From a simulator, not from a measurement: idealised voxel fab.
Process module heading - voxel capacitor over wiring
We display cut, a cross-section 280 nm in width whose square cells are each 5 nm.
A cross-section is written here as square cells arranged in a grid, and it is given in bands from the top down, each band taking up one or more rows of cells. A band entry consists of two parts. The first gives the height of the band's top and the height of its bottom, in nm. The rest lists the band's materials from left to right, each with its width in nm. A single material labelled with the word "everywhere" fills the band from edge to edge, and the word "blank" marks empty space. Heights are measured from 0, the level below which the as-received wafer is all one material; the lowest band has no bottom and continues downward, written as in "0..down". The notation "30..40" denotes a width that varies across the rows of cells in the band, beginning at the first number in the top row, finishing at the second number in the bottom row, and changing by an identical amount from each row to the next. "remained the same" -> step changed no cross-section cell. Look at "Sealed void list" for the closed voids: empty spaces with no open path to the top, sized 8 cells or up. Each is width x height at distance, distance from the left edge, all nm. Note: text after step settings on the step line = simulator remark on that step. "overlay nm" on a masked step: distance the mask lay right of its planned place, negative for left.

The planned process steps are enumerated hereunder
1. op RECEIVE | material Si
2. op CONFORMAL_DEP | material SiO2 | thk nm 15
3. op CONFORMAL_DEP | material SiN | thk nm 5
4. op DIRECTIONAL_DEP | material lowk | thk nm 20
5. op PATTERN | tone open | mask id METAL_1 | material resist | width nm 30 | pitch nm 80 | thk nm 15 | overlay nm 0
6. op DIRECTIONAL_ETCH | etch materials lowk | depth nm 20
7. op DIRECTIONAL_ETCH | etch materials SiN | depth nm 5
8. op STRIP | etch materials resist
9. op CONFORMAL_DEP | material TiN | thk nm 5
10. op FILL_DEP | material W | thk nm 5
11. op CMP | height nm 40
12. op CONFORMAL_DEP | material SiCN | thk nm 5
13. op DIRECTIONAL_DEP | material SiO2 | thk nm 10
14. op DIRECTIONAL_DEP | material aC | thk nm 10
15. op PATTERN | tone open | mask id PLUG_1 | material resist | width nm 15 | thk nm 30 | overlay nm 0
16. op DIRECTIONAL_ETCH | etch materials aC | depth nm 10
17. op STRIP | etch materials resist
18. op DIRECTIONAL_ETCH | etch materials SiO2 | depth nm 10
19. op DIRECTIONAL_ETCH | etch materials SiCN | depth nm 5
20. op STRIP | etch materials aC
21. op CONFORMAL_DEP | material TiN | thk nm 5
22. op FILL_DEP | material Ru | thk nm 5
23. op CMP | height nm 55
24. op DIRECTIONAL_DEP | material TiN | thk nm 10
25. op DIRECTIONAL_DEP | material Al2O3 | thk nm 5
26. op DIRECTIONAL_DEP | material TiN | thk nm 5
27. op MASKED_ETCH | tone cover | mask id UPPER_PLATE | width nm 55 | etch materials TiN | depth nm 5 | overlay nm 0
28. op MASKED_ETCH | tone cover | mask id UPPER_PLATE | width nm 55 | etch materials Al2O3 | depth nm 5 | overlay nm 0
29. op PATTERN | tone cover | mask id LOWER_PLATE | material resist | width nm 65 | thk nm 15 | overlay nm 0
30. op DIRECTIONAL_ETCH | etch materials TiN | depth nm 10
31. op STRIP | etch materials resist
32. op FILL_DEP | material SiO2 | thk nm 15
33. op CMP | height nm 85
34. op PATTERN | tone open | mask id PLUG_2 | material resist | width nm 15 | thk nm 15 | overlay nm 0
35. op DIRECTIONAL_ETCH | etch materials SiO2 | depth nm 10
36. op STRIP | etch materials resist
37. op CONFORMAL_DEP | material TiN | thk nm 5
38. op FILL_DEP | material Cu | thk nm 5
39. op CMP | height nm 85
40. op CONFORMAL_DEP | material SiCN | thk nm 5

As received (post step 1): cross-section
    0..down = Si everywhere
    Sealed void list: none

End-of-module cross-section of the first of two wafers, processed as planned
    90..85 = SiCN everywhere
    85..80 = 110 SiO2  5 TiN  5 Cu  5 TiN  155 SiO2
    80..70 = 110..100 SiO2  15..55 TiN  155..125 SiO2
    70..65 = 100 SiO2  55 Al2O3  125 SiO2
    65..55 = 95 SiO2  65 TiN  120 SiO2
    55..45 = 100 SiO2  5 TiN  5 Ru  5 TiN  165 SiO2
    45..40 = 100 SiCN  15 TiN  165 SiCN
    40..20 = 85 lowk  5 TiN  20 W  5 TiN  50 lowk  5 TiN  20 W  5 TiN  85 lowk
    20..15 = 85 SiN  30 TiN  50 SiN  30 TiN  85 SiN
    15..0 = SiO2 everywhere
    0..down = Si everywhere
    Sealed void list: none

Second of two wafers, module complete, sectioned: it shares the first wafer's start and plan but was run with one mistake
    90..85 = SiCN everywhere
    85..80 = 110 SiO2  5 TiN  5 Cu  5 TiN  155 SiO2
    80..70 = 110..100 SiO2  15..55 TiN  155..125 SiO2
    70..65 = 100 SiO2  55 Al2O3  125 SiO2
    65..55 = 95 SiO2  65 TiN  120 SiO2
    55..45 = 100 SiO2  5 TiN  5 Ru  5 TiN  165 SiO2
    45..40 = 100 SiCN  15 TiN  165 SiCN
    40..20 = 85 lowk  5 TiN  20 Ru  5 TiN  50 lowk  5 TiN  20 Ru  5 TiN  85 lowk
    20..15 = 85 SiN  30 TiN  50 SiN  30 TiN  85 SiN
    15..0 = SiO2 everywhere
    0..down = Si everywhere
    Sealed void list: none
what went wrong: step 10 was not run as planned; what actually ran was op FILL_DEP | material Ru | thk nm 5
Heads up, by the end the second wafer has more or fewer cells of some materials compared to the first: 32 more of Ru; 32 fewer of W
